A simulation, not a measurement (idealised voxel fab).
process module | voxel self aligned vias
cross-section cut | 180 nm wide | cells 5 nm
A cross-section is a grid of square cells, given in bands from the top down. A band is one or more rows of cells.
Each band's line starts with the height of the band's top and of its bottom, in nm. Then come its materials from left to right, each with its width in nm. One material with "throughout" fills the band from edge to edge. "air" is empty space.
Height 0 is the level under which the wafer as received is all one material. The lowest band goes on downwards, as in "0 down".
A width such as "30 to 40" changes by the same amount from each row of cells to the next, from the band's top row to its bottom row.
"no change" after a step means that no cell of the cross-section changed.
closed voids: empty space of 8 cells or more with no open way to the top, each as width x height at its distance from the left edge, in nm
after a step's settings: what the simulator itself notes on the step
overlay nm, on a step with a mask: how far to the right of its planned place the mask lay; to the left if negative
plan
1 op RECEIVE | material Si
2 op CONFORMAL_DEP | material SiO2 | thk nm 10
3 op CONFORMAL_DEP | material SiCN | thk nm 5
4 op DIRECTIONAL_DEP | material lowk | thk nm 20
5 op MASKED_ETCH | tone open | mask id LINES | width nm 25 | pitch nm 65 | etch materials lowk | depth nm 20 | overlay nm 0
6 op CONFORMAL_DEP | material TiN | thk nm 5
7 op FILL_DEP | material W | thk nm 5
8 op CMP | height nm 35
9 op SELECTIVE_ETCH | etch materials W Ru TiN | depth nm 10
10 op FILL_DEP | material SiN | thk nm 5
11 op CMP | height nm 35
12 op DIRECTIONAL_DEP | material lowk | thk nm 15
13 op MASKED_ETCH | tone open | mask id VIAS | width nm 35 | etch materials lowk | depth nm 15 | overlay nm 0
14 op MASKED_ETCH | tone open | mask id VIAS | width nm 35 | etch materials SiN | depth nm 10 | overlay nm 0
15 op CONFORMAL_DEP | material TiN | thk nm 5
16 op FILL_DEP | material W | thk nm 5
17 op CMP | height nm 50
18 op CONFORMAL_DEP | material SiN | thk nm 5
as received, after step 1
  0 down: Si throughout
  closed voids: none
a wafer at the end: this start, this plan, one mistake
  55 to 50: SiN throughout
  50 to 35: lowk 40 | TiN 5 | W 25 | TiN 5 | lowk 105
  35 to 30: lowk 40 | TiN 5 | W 25 | TiN 5 | lowk 30 | SiN 35 | lowk 40
  30 to 25: lowk 40 | TiN 35 | lowk 30 | SiN 35 | lowk 40
  25 to 20: lowk 40 | TiN 5 | W 25 | TiN 5 | lowk 30 | TiN 5 | W 25 | TiN 5 | lowk 40
  20 to 15: lowk 40 | TiN 35 | lowk 30 | TiN 35 | lowk 40
  15 to 10: SiCN throughout
  10 to 0: SiO2 throughout
  0 down: Si throughout
  closed voids: none
what went wrong: step 5 ran as: op MASKED_ETCH | tone open | mask id LINES | width nm 35 | pitch nm 65 | etch materials lowk | depth nm 20 | overlay nm 0
